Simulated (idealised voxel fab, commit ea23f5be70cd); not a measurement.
process module | voxel ribs on slabs
cross-section cut | 195 nm wide | cells 5 nm
A cross-section is a grid of square cells, given in bands from the top down. A band is one or more rows of cells.
Each band's line starts with the height of the band's top and of its bottom, in nm. Then come its materials from left to right, each with its width in nm. One material with "throughout" fills the band from edge to edge. "air" is empty space.
Height 0 is the level under which the wafer as received is all one material. The lowest band goes on downwards, as in "0 down".
A width such as "30 to 40" changes by the same amount from each row of cells to the next, from the band's top row to its bottom row.
"no change" after a step means that no cell of the cross-section changed.
closed voids: empty space of 8 cells or more with no open way to the top, each as width x height at its distance from the left edge, in nm
after a step's settings: what the simulator itself notes on the step
overlay nm, on a step with a mask: how far to the right of its planned place the mask lay; to the left if negative
plan
1 op RECEIVE | material Si
2 op DIRECTIONAL_DEP | material SiO2 | thk nm 20
3 op DIRECTIONAL_DEP | material polySi | thk nm 25
4 op PATTERN | tone cover | mask id RIB | material resist | width nm 20 | thk nm 15 | overlay nm 0
5 op DIRECTIONAL_ETCH | etch materials polySi | depth nm 15
6 op STRIP | etch materials resist
7 op DIRECTIONAL_DEP | material aC | thk nm 10
8 op PATTERN | tone cover | mask id SLAB | material resist | width nm 80 | thk nm 25 | overlay nm 0
9 op DIRECTIONAL_ETCH | etch materials aC | depth nm 10
10 op STRIP | etch materials resist
11 op DIRECTIONAL_ETCH | etch materials polySi | depth nm 10
12 op STRIP | etch materials aC
13 op FILL_DEP | material SiO2 | thk nm 20
14 op CMP | height nm 60
15 op DIRECTIONAL_DEP | material TiN | thk nm 5
16 op PATTERN | tone cover | mask id HEATER | material resist | width nm 30 | thk nm 15 | overlay nm 0
17 op DIRECTIONAL_ETCH | etch materials TiN | depth nm 5
18 op STRIP | etch materials resist
19 op CONFORMAL_DEP | material SiO2 | thk nm 10
as received, after step 1
  0 down: Si throughout
  closed voids: none
a wafer at the end: this start, this plan, one mistake
  75 to 70: air 70 | SiO2 55 | air 70
  70 to 65: SiO2 throughout
  65 to 60: SiO2 80 | TiN 35 | SiO2 80
  60 to 45: SiO2 throughout
  45 to 30: SiO2 85 | polySi 20 | SiO2 90
  30 to 20: SiO2 55 | polySi 80 | SiO2 60
  20 to 0: SiO2 throughout
  0 down: Si throughout
  closed voids: none
what went wrong: step 16 ran as: op PATTERN | tone cover | mask id HEATER | material resist | width nm 35 | thk nm 15 | overlay nm 0
